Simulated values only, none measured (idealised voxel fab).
You're looking at the process module voxel trench capacitor.
Section shown: cut. Width: 190 nm. Cell size: 5 nm, square.
Throughout this document, each cross-section is represented as a grid of square cells and is presented as a sequence of bands enumerated from the top downward, where a band comprises one or more rows of cells.
What a band's entry tells you: where the top is and where the bottom is, as heights in nm, and after that what lies inside, material by material from left to right, each with its width in nm. Empty space is written as the word "blank", and a single material marked with the word "full width" occupies the band from edge to edge.
It should be noted that heights are counted from 0, beneath which the wafer as supplied is of one material throughout, and that the lowest band possesses no lower boundary but continues downward, as written in "0 down".
A width given as "30 to 40" starts at the first number in the band's top row and ends at the second number in its bottom row, shifting by an equal amount at every step from row to row.
You'll sometimes find "everything unchanged" written for a step, and that's the way of saying that nowhere in the cross-section did a cell change during that step.
Basically, "Closed cavities" tells you about the enclosed voids: empty spaces with no open way to the top, 8 cells or bigger, each written width x height at distance, where distance is from the left edge, all in nm.
Past the settings on a step's line: simulator remark, on that step.
"overlay nm" answers the question of how far to the right of plan the mask lay on a step that has a mask, and when it is negative the answer is to the left.
[Here's what the planned process steps look like]
1. RECEIVE: material Si
2. CONFORMAL_DEP: material SiN, thk nm 5
3. DIRECTIONAL_DEP: material aC, thk nm 15
4. PATTERN: tone open, mask id TRENCH, material resist, width nm 25, pitch nm 40, thk nm 35, overlay nm 0
5. DIRECTIONAL_ETCH: etch materials aC, depth nm 15
6. STRIP: etch materials resist
7. DIRECTIONAL_ETCH: etch materials SiN, depth nm 5
8. DIRECTIONAL_ETCH: etch materials Si, depth nm 30
9. STRIP: etch materials aC
10. CONFORMAL_DEP: material HfO2, thk nm 5
11. CONFORMAL_DEP: material TiN, thk nm 5
12. FILL_DEP: material W, thk nm 10
13. CMP: height nm 5
[Delivered wafer in cross-section: state after step 1]
* 0 down | Si full width
* Closed cavities: none
[Cross-sectional result after module completion. Note: starting condition and plan are unchanged from above; one processing mistake was made]
* 5 to 0 | SiN=60  HfO2=5  TiN=5  W=5  TiN=5  HfO2=5  SiN=15  HfO2=5  TiN=5  W=5  TiN=5  HfO2=5  SiN=65
* 0 to -50 | Si=60  HfO2=5  TiN=5  W=5  TiN=5  HfO2=5  Si=15  HfO2=5  TiN=5  W=5  TiN=5  HfO2=5  Si=65
* -50 to -55 | Si=60  HfO2=5  TiN=15  HfO2=5  Si=15  HfO2=5  TiN=15  HfO2=5  Si=65
* -55 to -60 | Si=60  HfO2=25  Si=15  HfO2=25  Si=65
* -60 down | Si full width
* Closed cavities: none
Processing error: twice, step 8 of the plan was run
